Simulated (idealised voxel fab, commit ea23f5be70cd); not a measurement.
The following is a process module called voxel transistor to metal.
For reference, the cross-section in this document is cut, with width 300 nm and square cells of 5 nm.
How to read a cross-section here: the picture is a grid of square cells, written as bands going from the top down, and any band can span one or more rows of cells.
It is stipulated that each band's entry specify, in nanometres, the height of the top of the band and then that of its bottom, followed by the materials of the band in left-to-right sequence, each together with its width in nanometres. A single material marked by the word "edge to edge" is understood to fill the band from edge to edge; the word "empty" is understood to denote empty space.
Ref level 0: as-received wafer is one material below here. Bottom band extends down with no lower bound ("0..down").
Width spec "30..40" -> top row of cells at first value, bottom row at second value, equal per-row change in between.
When a step is marked "everything unchanged", none of the cells in the cross-section changed during that step.
Look at "Tabulated closed voids" for the closed voids: empty spaces with no open path to the top, sized 8 cells or up. Each is width x height at distance, distance from the left edge, all nm.
Heads up: the bit after the settings on a step's line is the simulator's remark on that step.
A step's line can hold "overlay nm"; with a mask on that step, the setting says how far right of the planned place the mask lay, while a negative setting says it lay to the left.
The planned process steps are enumerated hereunder:
| 1 | op RECEIVE | material Si |
| 2 | op OXIDIZE | depth nm 5 |
| 3 | op CONFORMAL_DEP | material SiN | thk nm 15 |
| 4 | op MASKED_ETCH | tone cover | mask id ACTIVE | width nm 105 | pitch nm 130 | etch materials SiN | depth nm 15 | overlay nm 0 |
| 5 | op MASKED_ETCH | tone cover | mask id ACTIVE | width nm 105 | pitch nm 130 | etch materials SiO2 | depth nm 5 | overlay nm 0 |
| 6 | op MASKED_ETCH | tone cover | mask id ACTIVE | width nm 105 | pitch nm 130 | etch materials Si | depth nm 20 | overlay nm 0 |
| 7 | op FILL_DEP | material SiO2 | thk nm 10 |
| 8 | op CMP | height nm 15 |
| 9 | op SELECTIVE_ETCH | etch materials SiO2 | depth nm 5 |
| 10 | op STRIP | etch materials SiN |
| 11 | op SELECTIVE_ETCH | etch materials SiO2 | depth nm 5 |
| 12 | op OXIDIZE | depth nm 5 |
| 13 | op DIRECTIONAL_DEP | material polySi | thk nm 30 |
| 14 | op DIRECTIONAL_DEP | material SiCN | thk nm 10 |
| 15 | op PATTERN | tone cover | mask id GATE | material resist | width nm 15 | pitch nm 130 | thk nm 20 | overlay nm 0 |
| 16 | op DIRECTIONAL_ETCH | etch materials SiCN | depth nm 20 |
| 17 | op DIRECTIONAL_ETCH | etch materials polySi | depth nm 40 |
| 18 | op STRIP | etch materials resist |
| 19 | op CONFORMAL_DEP | material SiN | thk nm 10 |
| 20 | op DIRECTIONAL_ETCH | etch materials SiN | depth nm 10 |
| 21 | op DIRECTIONAL_ETCH | etch materials SiO2 | depth nm 5 |
| 22 | op DIRECTIONAL_ETCH | etch materials Si | depth nm 10 |
| 23 | op EPI | material SiGe | thk nm 15 |
| 24 | op FILL_DEP | material SiO2 | thk nm 10 |
| 25 | op CMP | height nm 35 |
| 26 | op DIRECTIONAL_DEP | material SiO2 | thk nm 15 |
| 27 | op PATTERN | tone open | mask id CONTACT | material resist | width nm 20 | thk nm 20 | overlay nm 0 |
| 28 | op DIRECTIONAL_ETCH | etch materials SiO2 | depth nm 45 |
| 29 | op STRIP | etch materials resist |
| 30 | op CONFORMAL_DEP | material TiN | thk nm 5 |
| 31 | op FILL_DEP | material W | thk nm 5 |
| 32 | op CMP | height nm 50 |
| 33 | op DIRECTIONAL_DEP | material TiN | thk nm 5 |
| 34 | op DIRECTIONAL_DEP | material W | thk nm 20 |
| 35 | op MASKED_ETCH | tone cover | mask id METAL_1 | width nm 20 | etch materials W | depth nm 20 | overlay nm 0 |
| 36 | op MASKED_ETCH | tone cover | mask id METAL_1 | width nm 20 | etch materials TiN | depth nm 5 | overlay nm 0 |
| 37 | op FILL_DEP | material SiO2 | thk nm 5 |
| 38 | op CMP | height nm 75 |
| 39 | op CONFORMAL_DEP | material SiCN | thk nm 5 |
| 40 | op DIRECTIONAL_DEP | material lowk | thk nm 30 |
| 41 | op DIRECTIONAL_DEP | material aC | thk nm 10 |
| 42 | op PATTERN | tone open | mask id METAL_2 | material resist | width nm 20 | pitch nm 130 | thk nm 30 | overlay nm 0 |
| 43 | op DIRECTIONAL_ETCH | etch materials aC | depth nm 10 |
| 44 | op STRIP | etch materials resist |
| 45 | op DIRECTIONAL_ETCH | etch materials lowk | depth nm 15 |
| 46 | op STRIP | etch materials aC |
| 47 | op DIRECTIONAL_DEP | material aC | thk nm 10 |
| 48 | op PATTERN | tone open | mask id METAL_2_HOLES | material resist | width nm 15 | pitch nm 130 | thk nm 25 | overlay nm 0 |
| 49 | op DIRECTIONAL_ETCH | etch materials aC | depth nm 10 |
| 50 | op STRIP | etch materials resist |
| 51 | op DIRECTIONAL_ETCH | etch materials lowk | depth nm 15 |
| 52 | op DIRECTIONAL_ETCH | etch materials SiCN | depth nm 5 |
| 53 | op STRIP | etch materials aC |
| 54 | op CONFORMAL_DEP | material TiN | thk nm 5 |
| 55 | op FILL_DEP | material Cu | thk nm 10 |
| 56 | op CMP | height nm 110 |
| 57 | op CONFORMAL_DEP | material SiCN | thk nm 5 |
Wafer at receipt (post step 1), cross-section:
- 0..down = Si edge to edge
- Tabulated closed voids: none
Cross-section at module end, one run error; start and plan unchanged from above:
- 115..110 = SiCN edge to edge
- 110..85 = lowk 35 nm, TiN 5 nm, Cu 10 nm, TiN 5 nm, lowk 110 nm, TiN 5 nm, Cu 10 nm, TiN 5 nm, lowk 115 nm
- 85..80 = lowk 35 nm, TiN 5 nm, Cu 5 nm, TiN 10 nm, lowk 110 nm, TiN 5 nm, Cu 5 nm, TiN 10 nm, lowk 115 nm
- 80..75 = SiCN 35 nm, TiN 15 nm, SiCN 115 nm, TiN 15 nm, SiCN 120 nm
- 75..55 = SiO2 35 nm, W 20 nm, SiO2 55 nm, W 20 nm, SiO2 35 nm, W 20 nm, SiO2 55 nm, W 20 nm, SiO2 40 nm
- 55..50 = SiO2 35 nm, TiN 20 nm, SiO2 55 nm, TiN 20 nm, SiO2 35 nm, TiN 20 nm, SiO2 55 nm, TiN 20 nm, SiO2 40 nm
- 50..35 = SiO2 35 nm, TiN 5 nm, W 10 nm, TiN 5 nm, SiO2 55 nm, TiN 5 nm, W 10 nm, TiN 5 nm, SiO2 35 nm, TiN 5 nm, W 10 nm, TiN 5 nm, SiO2 55 nm, TiN 5 nm, W 10 nm, TiN 5 nm, SiO2 40 nm
- 35..25 = SiO2 35 nm, TiN 5 nm, W 10 nm, TiN 5 nm, SiO2 10 nm, SiN 10 nm, SiCN 15 nm, SiN 10 nm, SiO2 10 nm, TiN 5 nm, W 10 nm, TiN 5 nm, SiO2 35 nm, TiN 5 nm, W 10 nm, TiN 5 nm, SiO2 10 nm, SiN 10 nm, SiCN 15 nm, SiN 10 nm, SiO2 10 nm, TiN 5 nm, W 10 nm, TiN 5 nm, SiO2 40 nm
- 25..10 = SiO2 35 nm, TiN 5 nm, W 10 nm, TiN 5 nm, SiO2 10 nm, SiN 10 nm, polySi 15 nm, SiN 10 nm, SiO2 10 nm, TiN 5 nm, W 10 nm, TiN 5 nm, SiO2 35 nm, TiN 5 nm, W 10 nm, TiN 5 nm, SiO2 10 nm, SiN 10 nm, polySi 15 nm, SiN 10 nm, SiO2 10 nm, TiN 5 nm, W 10 nm, TiN 5 nm, SiO2 40 nm
- 10..5 = SiO2 35 nm, TiN 20 nm, SiO2 10 nm, SiN 10 nm, polySi 15 nm, SiN 10 nm, SiO2 10 nm, TiN 20 nm, SiO2 35 nm, TiN 20 nm, SiO2 10 nm, SiN 10 nm, polySi 15 nm, SiN 10 nm, SiO2 10 nm, TiN 20 nm, SiO2 40 nm
- 5..-5 = SiO2 25 nm, SiN 10 nm, SiGe 30 nm, SiN 10 nm, polySi 15 nm, SiN 10 nm, SiGe 30 nm, SiN 10 nm, SiO2 15 nm, SiN 10 nm, SiGe 30 nm, SiN 10 nm, polySi 15 nm, SiN 10 nm, SiGe 30 nm, SiN 10 nm, SiO2 30 nm
- -5..-10 = SiO2 35 nm, SiGe 30 nm, SiO2 35 nm, SiGe 30 nm, SiO2 35 nm, SiGe 30 nm, SiO2 35 nm, SiGe 30 nm, SiO2 40 nm
- -10..-20 = SiO2 30 nm, Si 5 nm, SiGe 30 nm, Si 35 nm, SiGe 30 nm, Si 5 nm, SiO2 25 nm, Si 5 nm, SiGe 30 nm, Si 35 nm, SiGe 30 nm, Si 5 nm, SiO2 35 nm
- -20..-25 = SiO2 30 nm, Si 105 nm, SiO2 25 nm, Si 105 nm, SiO2 35 nm
- -25..down = Si edge to edge
- Tabulated closed voids: none
Error vs. plan: in the plan, step 45 was performed twice
